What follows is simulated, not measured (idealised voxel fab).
You're looking at the process module voxel trench capacitor.
Cross-sectional view cut (width: 185 nm; square cell size: 5 nm).
Cross-section format: a grid of square cells, given as bands from top to bottom; each band is one or more rows of cells. The band entry comprises the height of the band's top followed by the height of its bottom, expressed in nm, and subsequently the band's materials from left to right, each stated together with its width in nm. Where a single material is marked with the word "throughout", that material fills the band from edge to edge. The word "air" represents empty space. The level at which height equals 0 is the one under which the wafer, as it arrives, is entirely one material. No lower edge exists for the bottom band, which continues downward and is notated as in "top 0, no bottom". When a width is written as two numbers, as in "30->40", the first number is the width in the top row of cells of the band and the second is the width in its bottom row, and the width changes by the same amount from each row to the next. For the purposes of this document, the phrase "remained unchanged" attached to a step denotes that no cell within the cross-section was modified by that step. Closed void listing: empty space of 8 cells or more with no open way to the top, each as width x height at its distance from the left edge, in nm. Formally, on a step line, whatever follows the settings is a remark that the simulator itself makes on the step. A step's line can hold "overlay nm"; with a mask on that step, the setting says how far right of the planned place the mask lay, while a negative setting says it lay to the left. So the way this works: pairs, before and after one process step. The after picture only goes down to the lowest band that actually changed, nothing below. Step and its settings are under each pair. And watch out, pairs might come from different runs of this module, same starting wafer though, so a pair only follows on from the one above if its "Pre-step section" entry tells you so.
-- Pre-step section
  top 10, bottom 5: 55 nm HfO2  15 nm air  25 nm HfO2  15 nm air  25 nm HfO2  15 nm air  35 nm HfO2
  top 5, bottom 0: 50 nm SiN  5 nm HfO2  15 nm air  5 nm HfO2  15 nm SiN  5 nm HfO2  15 nm air  5 nm HfO2  15 nm SiN  5 nm HfO2  15 nm air  5 nm HfO2  30 nm SiN
  top 0, bottom -25: 50 nm Si  5 nm HfO2  15 nm air  5 nm HfO2  15 nm Si  5 nm HfO2  15 nm air  5 nm HfO2  15 nm Si  5 nm HfO2  15 nm air  5 nm HfO2  30 nm Si
  top -25, bottom -30: 50 nm Si  25 nm HfO2  15 nm Si  25 nm HfO2  15 nm Si  25 nm HfO2  30 nm Si
  top -30, no bottom: Si throughout
  Closed void listing: none
-- Sectional View, Post-Process
  top 15, bottom 10: 60 nm TiN  5 nm air  35 nm TiN  5 nm air  35 nm TiN  5 nm air  40 nm TiN
  top 10, bottom 5: 55 nm HfO2  5 nm TiN  5 nm air  5 nm TiN  25 nm HfO2  5 nm TiN  5 nm air  5 nm TiN  25 nm HfO2  5 nm TiN  5 nm air  5 nm TiN  35 nm HfO2
  top 5, bottom 0: 50 nm SiN  5 nm HfO2  5 nm TiN  5 nm air  5 nm TiN  5 nm HfO2  15 nm SiN  5 nm HfO2  5 nm TiN  5 nm air  5 nm TiN  5 nm HfO2  15 nm SiN  5 nm HfO2  5 nm TiN  5 nm air  5 nm TiN  5 nm HfO2  30 nm SiN
  top 0, bottom -20: 50 nm Si  5 nm HfO2  5 nm TiN  5 nm air  5 nm TiN  5 nm HfO2  15 nm Si  5 nm HfO2  5 nm TiN  5 nm air  5 nm TiN  5 nm HfO2  15 nm Si  5 nm HfO2  5 nm TiN  5 nm air  5 nm TiN  5 nm HfO2  30 nm Si
  top -20, bottom -25: 50 nm Si  5 nm HfO2  15 nm TiN  5 nm HfO2  15 nm Si  5 nm HfO2  15 nm TiN  5 nm HfO2  15 nm Si  5 nm HfO2  15 nm TiN  5 nm HfO2  30 nm Si
  Everything below -25 is unchanged.
  Closed void listing: none
Step lying between the two cross-sections just above: CONFORMAL_DEP | material TiN | thk nm 5
Pre-step section: after-state, pair directly above.
-- Sectional View, Post-Process
  top 25, bottom 15: W throughout
  top 15, bottom 10: 60 nm TiN  5 nm W  35 nm TiN  5 nm W  35 nm TiN  5 nm W  40 nm TiN
  top 10, bottom 5: 55 nm HfO2  5 nm TiN  5 nm W  5 nm TiN  25 nm HfO2  5 nm TiN  5 nm W  5 nm TiN  25 nm HfO2  5 nm TiN  5 nm W  5 nm TiN  35 nm HfO2
  top 5, bottom 0: 50 nm SiN  5 nm HfO2  5 nm TiN  5 nm W  5 nm TiN  5 nm HfO2  15 nm SiN  5 nm HfO2  5 nm TiN  5 nm W  5 nm TiN  5 nm HfO2  15 nm SiN  5 nm HfO2  5 nm TiN  5 nm W  5 nm TiN  5 nm HfO2  30 nm SiN
  top 0, bottom -20: 50 nm Si  5 nm HfO2  5 nm TiN  5 nm W  5 nm TiN  5 nm HfO2  15 nm Si  5 nm HfO2  5 nm TiN  5 nm W  5 nm TiN  5 nm HfO2  15 nm Si  5 nm HfO2  5 nm TiN  5 nm W  5 nm TiN  5 nm HfO2  30 nm Si
  Everything below -20 is unchanged.
  Closed void listing: none
Step lying between the two cross-sections just above: FILL_DEP | material W | thk nm 10
Pre-step section: after-state, pair directly above.
-- Sectional View, Post-Process
  top 5, bottom 0: 50 nm SiN  5 nm HfO2  5 nm TiN  5 nm W  5 nm TiN  5 nm HfO2  15 nm SiN  5 nm HfO2  5 nm TiN  5 nm W  5 nm TiN  5 nm HfO2  15 nm SiN  5 nm HfO2  5 nm TiN  5 nm W  5 nm TiN  5 nm HfO2  30 nm SiN
  Everything below 0 is unchanged.
  Closed void listing: none
Step lying between the two cross-sections just above: CMP | height nm 5
-- Pre-step section
  top 10, bottom 5: 45 nm HfO2  15 nm air  25 nm HfO2  15 nm air  25 nm HfO2  15 nm air  45 nm HfO2
  top 5, bottom 0: 40 nm SiN  5 nm HfO2  15 nm air  5 nm HfO2  15 nm SiN  5 nm HfO2  15 nm air  5 nm HfO2  15 nm SiN  5 nm HfO2  15 nm air  5 nm HfO2  40 nm SiN
  top 0, bottom -25: 40 nm Si  5 nm HfO2  15 nm air  5 nm HfO2  15 nm Si  5 nm HfO2  15 nm air  5 nm HfO2  15 nm Si  5 nm HfO2  15 nm air  5 nm HfO2  40 nm Si
  top -25, bottom -30: 40 nm Si  25 nm HfO2  15 nm Si  25 nm HfO2  15 nm Si  25 nm HfO2  40 nm Si
  top -30, no bottom: Si throughout
  Closed void listing: none
-- Sectional View, Post-Process
  top 15, bottom 10: 50 nm SiN  5 nm air  35 nm SiN  5 nm air  35 nm SiN  5 nm air  50 nm SiN
  top 10, bottom 5: 45 nm HfO2  5 nm SiN  5 nm air  5 nm SiN  25 nm HfO2  5 nm SiN  5 nm air  5 nm SiN  25 nm HfO2  5 nm SiN  5 nm air  5 nm SiN  45 nm HfO2
  top 5, bottom 0: 40 nm SiN  5 nm HfO2  5 nm SiN  5 nm air  5 nm SiN  5 nm HfO2  15 nm SiN  5 nm HfO2  5 nm SiN  5 nm air  5 nm SiN  5 nm HfO2  15 nm SiN  5 nm HfO2  5 nm SiN  5 nm air  5 nm SiN  5 nm HfO2  40 nm SiN
  top 0, bottom -20: 40 nm Si  5 nm HfO2  5 nm SiN  5 nm air  5 nm SiN  5 nm HfO2  15 nm Si  5 nm HfO2  5 nm SiN  5 nm air  5 nm SiN  5 nm HfO2  15 nm Si  5 nm HfO2  5 nm SiN  5 nm air  5 nm SiN  5 nm HfO2  40 nm Si
  top -20, bottom -25: 40 nm Si  5 nm HfO2  15 nm SiN  5 nm HfO2  15 nm Si  5 nm HfO2  15 nm SiN  5 nm HfO2  15 nm Si  5 nm HfO2  15 nm SiN  5 nm HfO2  40 nm Si
  Everything below -25 is unchanged.
  Closed void listing: none
Step lying between the two cross-sections just above: CONFORMAL_DEP | material SiN | thk nm 5
Pre-step section: after-state, pair directly above.
-- Sectional View, Post-Process
  top 25, bottom 15: W throughout
  top 15, bottom 10: 50 nm SiN  5 nm W  35 nm SiN  5 nm W  35 nm SiN  5 nm W  50 nm SiN
  top 10, bottom 5: 45 nm HfO2  5 nm SiN  5 nm W  5 nm SiN  25 nm HfO2  5 nm SiN  5 nm W  5 nm SiN  25 nm HfO2  5 nm SiN  5 nm W  5 nm SiN  45 nm HfO2
  top 5, bottom 0: 40 nm SiN  5 nm HfO2  5 nm SiN  5 nm W  5 nm SiN  5 nm HfO2  15 nm SiN  5 nm HfO2  5 nm SiN  5 nm W  5 nm SiN  5 nm HfO2  15 nm SiN  5 nm HfO2  5 nm SiN  5 nm W  5 nm SiN  5 nm HfO2  40 nm SiN
  top 0, bottom -20: 40 nm Si  5 nm HfO2  5 nm SiN  5 nm W  5 nm SiN  5 nm HfO2  15 nm Si  5 nm HfO2  5 nm SiN  5 nm W  5 nm SiN  5 nm HfO2  15 nm Si  5 nm HfO2  5 nm SiN  5 nm W  5 nm SiN  5 nm HfO2  40 nm Si
  Everything below -20 is unchanged.
  Closed void listing: none
Step lying between the two cross-sections just above: FILL_DEP | material W | thk nm 10
Pre-step section: after-state, pair directly above.
-- Sectional View, Post-Process
  top 5, bottom 0: 40 nm SiN  5 nm HfO2  5 nm SiN  5 nm W  5 nm SiN  5 nm HfO2  15 nm SiN  5 nm HfO2  5 nm SiN  5 nm W  5 nm SiN  5 nm HfO2  15 nm SiN  5 nm HfO2  5 nm SiN  5 nm W  5 nm SiN  5 nm HfO2  40 nm SiN
  Everything below 0 is unchanged.
  Closed void listing: none
Step lying between the two cross-sections just above: CMP | height nm 5
-- Pre-step section
  top 20, bottom 5: aC throughout
  top 5, bottom 0: SiN throughout
  top 0, no bottom: Si throughout
  Closed void listing: none
-- Sectional View, Post-Process
  top 55, bottom 20: 40 nm air  25 nm resist  15 nm air  25 nm resist  15 nm air  25 nm resist  40 nm air
  Everything below 20 is unchanged.
  Closed void listing: none
Step lying between the two cross-sections just above: PATTERN | tone cover | mask id TRENCH | material resist | width nm 25 | pitch nm 40 | thk nm 35 | overlay nm 0
Pre-step section: after-state, pair directly above.
-- Sectional View, Post-Process
  top 40, bottom 20: 40 nm air  25 nm resist  15 nm air  25 nm resist  15 nm air  25 nm resist  40 nm air
  top 20, bottom 5: 40 nm air  25 nm aC  15 nm air  25 nm aC  15 nm air  25 nm aC  40 nm air
  Everything below 5 is unchanged.
  Closed void listing: none
Step lying between the two cross-sections just above: DIRECTIONAL_ETCH | etch materials aC | depth nm 15
Pre-step section: after-state, pair directly above.
-- Sectional View, Post-Process
  top 20, bottom 5: 40 nm air  25 nm aC  15 nm air  25 nm aC  15 nm air  25 nm aC  40 nm air
  Everything below 5 is unchanged.
  Closed void listing: none
Step lying between the two cross-sections just above: STRIP | etch materials resist
Pre-step section: after-state, pair directly above.
-- Sectional View, Post-Process
  top 20, bottom 5: 40 nm air  25 nm aC  15 nm air  25 nm aC  15 nm air  25 nm aC  40 nm air
  top 5, bottom 0: 40 nm air  25 nm SiN  15 nm air  25 nm SiN  15 nm air  25 nm SiN  40 nm air
  Everything below 0 is unchanged.
  Closed void listing: none
Step lying between the two cross-sections just above: DIRECTIONAL_ETCH | etch materials SiN | depth nm 5
Pre-step section: after-state, pair directly above.
-- Sectional View, Post-Process
  top 20, bottom 5: 40 nm air  25 nm aC  15 nm air  25 nm aC  15 nm air  25 nm aC  40 nm air
  top 5, bottom 0: 40 nm air  25 nm SiN  15 nm air  25 nm SiN  15 nm air  25 nm SiN  40 nm air
  top 0, bottom -30: 40 nm air  25 nm Si  15 nm air  25 nm Si  15 nm air  25 nm Si  40 nm air
  Everything below -30 is unchanged.
  Closed void listing: none
Step lying between the two cross-sections just above: DIRECTIONAL_ETCH | etch materials Si | depth nm 30
Pre-step section: after-state, pair directly above.
-- Sectional View, Post-Process
  top 5, bottom 0: 40 nm air  25 nm SiN  15 nm air  25 nm SiN  15 nm air  25 nm SiN  40 nm air
  Everything below 0 is unchanged.
  Closed void listing: none
Step lying between the two cross-sections just above: STRIP | etch materials aC
Pre-step section: after-state, pair directly above.
-- Sectional View, Post-Process
  top 10, bottom 5: 35 nm air  35 nm HfO2  5 nm air  35 nm HfO2  5 nm air  35 nm HfO2  35 nm air
  top 5, bottom 0: 35 nm air  5 nm HfO2  25 nm SiN  5 nm HfO2  5 nm air  5 nm HfO2  25 nm SiN  5 nm HfO2  5 nm air  5 nm HfO2  25 nm SiN  5 nm HfO2  35 nm air
  top 0, bottom -25: 35 nm air  5 nm HfO2  25 nm Si  5 nm HfO2  5 nm air  5 nm HfO2  25 nm Si  5 nm HfO2  5 nm air  5 nm HfO2  25 nm Si  5 nm HfO2  35 nm air
  top -25, bottom -30: 40 nm HfO2  25 nm Si  15 nm HfO2  25 nm Si  15 nm HfO2  25 nm Si  40 nm HfO2
  Everything below -30 is unchanged.
  Closed void listing: none
Step lying between the two cross-sections just above: CONFORMAL_DEP | material HfO2 | thk nm 5
Pre-step section: after-state, pair directly above.
-- Sectional View, Post-Process
  top 15, bottom 10: 30 nm air  125 nm TiN  30 nm air
  top 10, bottom 5: 30 nm air  5 nm TiN  35 nm HfO2  5 nm TiN  35 nm HfO2  5 nm TiN  35 nm HfO2  5 nm TiN  30 nm air
  top 5, bottom 0: 30 nm air  5 nm TiN  5 nm HfO2  25 nm SiN  5 nm HfO2  5 nm TiN  5 nm HfO2  25 nm SiN  5 nm HfO2  5 nm TiN  5 nm HfO2  25 nm SiN  5 nm HfO2  5 nm TiN  30 nm air
  top 0, bottom -20: 30 nm air  5 nm TiN  5 nm HfO2  25 nm Si  5 nm HfO2  5 nm TiN  5 nm HfO2  25 nm Si  5 nm HfO2  5 nm TiN  5 nm HfO2  25 nm Si  5 nm HfO2  5 nm TiN  30 nm air
  top -20, bottom -25: 35 nm TiN  5 nm HfO2  25 nm Si  5 nm HfO2  5 nm TiN  5 nm HfO2  25 nm Si  5 nm HfO2  5 nm TiN  5 nm HfO2  25 nm Si  5 nm HfO2  35 nm TiN
  Everything below -25 is unchanged.
  Closed void listing: none
Step lying between the two cross-sections just above: CONFORMAL_DEP | material TiN | thk nm 5
Pre-step section: after-state, pair directly above.
-- Sectional View, Post-Process
  top 25, bottom 15: W throughout
  top 15, bottom 10: 30 nm W  125 nm TiN  30 nm W
  top 10, bottom 5: 30 nm W  5 nm TiN  35 nm HfO2  5 nm TiN  35 nm HfO2  5 nm TiN  35 nm HfO2  5 nm TiN  30 nm W
  top 5, bottom 0: 30 nm W  5 nm TiN  5 nm HfO2  25 nm SiN  5 nm HfO2  5 nm TiN  5 nm HfO2  25 nm SiN  5 nm HfO2  5 nm TiN  5 nm HfO2  25 nm SiN  5 nm HfO2  5 nm TiN  30 nm W
  top 0, bottom -20: 30 nm W  5 nm TiN  5 nm HfO2  25 nm Si  5 nm HfO2  5 nm TiN  5 nm HfO2  25 nm Si  5 nm HfO2  5 nm TiN  5 nm HfO2  25 nm Si  5 nm HfO2  5 nm TiN  30 nm W
  Everything below -20 is unchanged.
  Closed void listing: none
Step lying between the two cross-sections just above: FILL_DEP | material W | thk nm 10
Pre-step section: after-state, pair directly above.
-- Sectional View, Post-Process
  top 5, bottom 0: 30 nm W  5 nm TiN  5 nm HfO2  25 nm SiN  5 nm HfO2  5 nm TiN  5 nm HfO2  25 nm SiN  5 nm HfO2  5 nm TiN  5 nm HfO2  25 nm SiN  5 nm HfO2  5 nm TiN  30 nm W
  Everything below 0 is unchanged.
  Closed void listing: none
Step lying between the two cross-sections just above: CMP | height nm 5
